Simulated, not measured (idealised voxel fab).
voxel gate over fins: a process module
Xsec cut, 255 nm wide, square cell size 5 nm.
Just so we're on the same page, the cross-sections are grids of square cells, and they're listed out in bands top to bottom, each band one or more rows deep. The band entry comprises the height of the band's top followed by the height of its bottom, expressed in nm, and subsequently the band's materials from left to right, each stated together with its width in nm. Where a single material is marked with the word "all across", that material fills the band from edge to edge. The word "blank" represents empty space. Ref level 0: as-received wafer is one material below here. Bottom band extends down with no lower bound ("top 0, no bottom"). The width entry "30..40" should be interpreted row by row: the top row of cells in the band takes the first number, the bottom row takes the second number, and the change between adjacent rows is uniform throughout. Reading "everything unchanged" for a step: not a cell of the cross-section changed in it. Enclosed voids (no open way to top), threshold 8 cells or more, entry "Trapped void list", notation width x height at distance, distance from left edge, nm. If you see something after the settings on a step's line, that's the simulator's own remark about that step. Each step line may optionally specify "overlay nm", which for a step with a mask gives the rightward distance between the mask's planned place and where it lay, a negative value indicating the leftward direction.

SO HERE'S THE LINEUP OF PROCESS STEPS WE PLANNED
1. op RECEIVE | material Si
2. op CONFORMAL_DEP | material SiN | thk nm 5
3. op MASKED_ETCH | tone cover | mask id FINS | width nm 15 | pitch nm 45 | etch materials SiN | depth nm 5 | overlay nm -15
4. op MASKED_ETCH | tone cover | mask id FINS | width nm 15 | pitch nm 45 | etch materials Si | depth nm 30 | overlay nm 0
5. op OXIDIZE | depth nm 5
6. op FILL_DEP | material SiO2 | thk nm 5
7. op CMP | height nm 5
8. op SELECTIVE_ETCH | etch materials SiO2 | depth nm 15
9. op STRIP | etch materials SiN
10. op CONFORMAL_DEP | material HfO2 | thk nm 5
11. op CONFORMAL_DEP | material TiN | thk nm 5
12. op FILL_DEP | material W | thk nm 15
13. op CMP | height nm 20
14. op CONFORMAL_DEP | material SiN | thk nm 5
The plan shows the overlay nm of step 3 as the first wafer had it; this setting differs between the wafers, which start out alike.

THE FIRST OF SEVERAL WAFERS, AS RECEIVED AFTER STEP 1, SEEN IN SECTION
	top 0, no bottom  Si all across
	Trapped void list: none

ROWS = WAFERS. AT MODULE END, EACH ROW LISTS PER MATERIAL THE CELLS GAINED (+) OR LOST (-) SINCE THE WAFER WAS RECEIVED, THEN THE CLOSED VOIDS
overlay nm -15; +67 HfO2; -257 Si; +51 SiN; +175 SiO2; +67 TiN; +152 W; Trapped void list: none
overlay nm -10; +67 HfO2; -281 Si; +51 SiN; +195 SiO2; +67 TiN; +156 W; Trapped void list: none
overlay nm -5; +67 HfO2; -305 Si; +51 SiN; +215 SiO2; +67 TiN; +160 W; Trapped void list: none
overlay nm 0; +67 HfO2; -329 Si; +51 SiN; +235 SiO2; +67 TiN; +164 W; Trapped void list: none
overlay nm 5; +67 HfO2; -305 Si; +51 SiN; +215 SiO2; +67 TiN; +160 W; Trapped void list: none
overlay nm 10; +67 HfO2; -281 Si; +51 SiN; +195 SiO2; +67 TiN; +156 W; Trapped void list: none
overlay nm 15; +67 HfO2; -257 Si; +51 SiN; +175 SiO2; +67 TiN; +152 W; Trapped void list: none
